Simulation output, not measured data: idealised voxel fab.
This section sets out a process module, namely voxel self aligned contacts.
Displayed cross-section: cut, width of 230 nm, square cells sized 5 nm.
Format of a cross-section: grid, square cells. Given as bands. Order: top down. Band: one or more rows of cells.
Band: top and bottom heights (nm) first, top before bottom; then materials from left to right, widths in nm. "all across" marks a sole material filling the band edge to edge. "empty" denotes empty space.
The level at which height equals 0 is the one under which the wafer, as it arrives, is entirely one material. No lower edge exists for the bottom band, which continues downward and is notated as in "top 0, no bottom".
A width such as "30 to 40" changes by the same amount from each row of cells to the next, from the band's top row to its bottom row.
"nothing different" after a step means that no cell of the cross-section changed.
Closed empty spaces (no open way to the top) of 8 cells or more are what "Enclosed empty spaces" lists, each as width x height at distance from the left edge, nm for all three.
Where a step's line continues beyond its settings, the continuation is a remark by the simulator itself on that step.
overlay nm, on a step with a mask: how far to the right of its planned place the mask lay; to the left if negative
plan
- 1: RECEIVE, material Si
- 2: CONFORMAL_DEP, material SiO2, thk nm 5
- 3: DIRECTIONAL_DEP, material polySi, thk nm 20
- 4: DIRECTIONAL_DEP, material SiN, thk nm 15
- 5: DIRECTIONAL_DEP, material aC, thk nm 15
- 6: PATTERN, tone cover, mask id GATE, material resist, width nm 30, pitch nm 55, thk nm 30, overlay nm 0
- 7: DIRECTIONAL_ETCH, etch materials aC, depth nm 15
- 8: STRIP, etch materials resist
- 9: DIRECTIONAL_ETCH, etch materials SiN, depth nm 15
- 10: DIRECTIONAL_ETCH, etch materials polySi, depth nm 20
- 11: STRIP, etch materials aC
- 12: CONFORMAL_DEP, material SiN, thk nm 5
- 13: DIRECTIONAL_ETCH, etch materials SiN, depth nm 5
- 14: FILL_DEP, material SiO2, thk nm 15
- 15: CMP, height nm 50
- 16: DIRECTIONAL_DEP, material aC, thk nm 15
- 17: PATTERN, tone open, mask id CONTACT, material resist, width nm 35, pitch nm 55, thk nm 35, overlay nm 0
- 18: DIRECTIONAL_ETCH, etch materials aC, depth nm 15
- 19: STRIP, etch materials resist
- 20: DIRECTIONAL_ETCH, etch materials SiO2, depth nm 50
- 21: STRIP, etch materials aC
- 22: CONFORMAL_DEP, material TiN, thk nm 5
- 23: FILL_DEP, material Ru, thk nm 5
- 24: CMP, height nm 50
- 25: CONFORMAL_DEP, material SiCN, thk nm 5
Cross-section of the wafer at receipt, which is the condition after step 1
    top 0, no bottom: Si all across
    Enclosed empty spaces: none
The module was run from the start shown above using the plan shown above, but one mistake was made doing it; the resulting wafer cross-section is below
    top 55, bottom 50: SiCN all across
    top 50, bottom 45: 70 nm SiO2 | 5 nm TiN | 25 nm Ru | 5 nm TiN | 20 nm SiO2 | 5 nm TiN | 25 nm Ru | 5 nm TiN | 70 nm SiO2
    top 45, bottom 40: 70 nm SiO2 | 35 nm TiN | 20 nm SiO2 | 35 nm TiN | 70 nm SiO2
    top 40, bottom 25: 35 nm SiO2 | 50 nm SiN | 5 nm TiN | 50 nm SiN | 5 nm TiN | 50 nm SiN | 35 nm SiO2
    top 25, bottom 5: 35 nm SiO2 | 5 nm SiN | 40 nm polySi | 5 nm SiN | 5 nm TiN | 5 nm SiN | 40 nm polySi | 5 nm SiN | 5 nm TiN | 5 nm SiN | 40 nm polySi | 5 nm SiN | 35 nm SiO2
    top 5, bottom 0: 85 nm SiO2 | 5 nm TiN | 50 nm SiO2 | 5 nm TiN | 85 nm SiO2
    top 0, no bottom: Si all across
    Enclosed empty spaces: none
The mistake made against the process plan was this: the process deviated at step 6: the operation and settings actually run there were PATTERN, tone cover, mask id GATE, material resist, width nm 40, pitch nm 55, thk nm 30, overlay nm 0
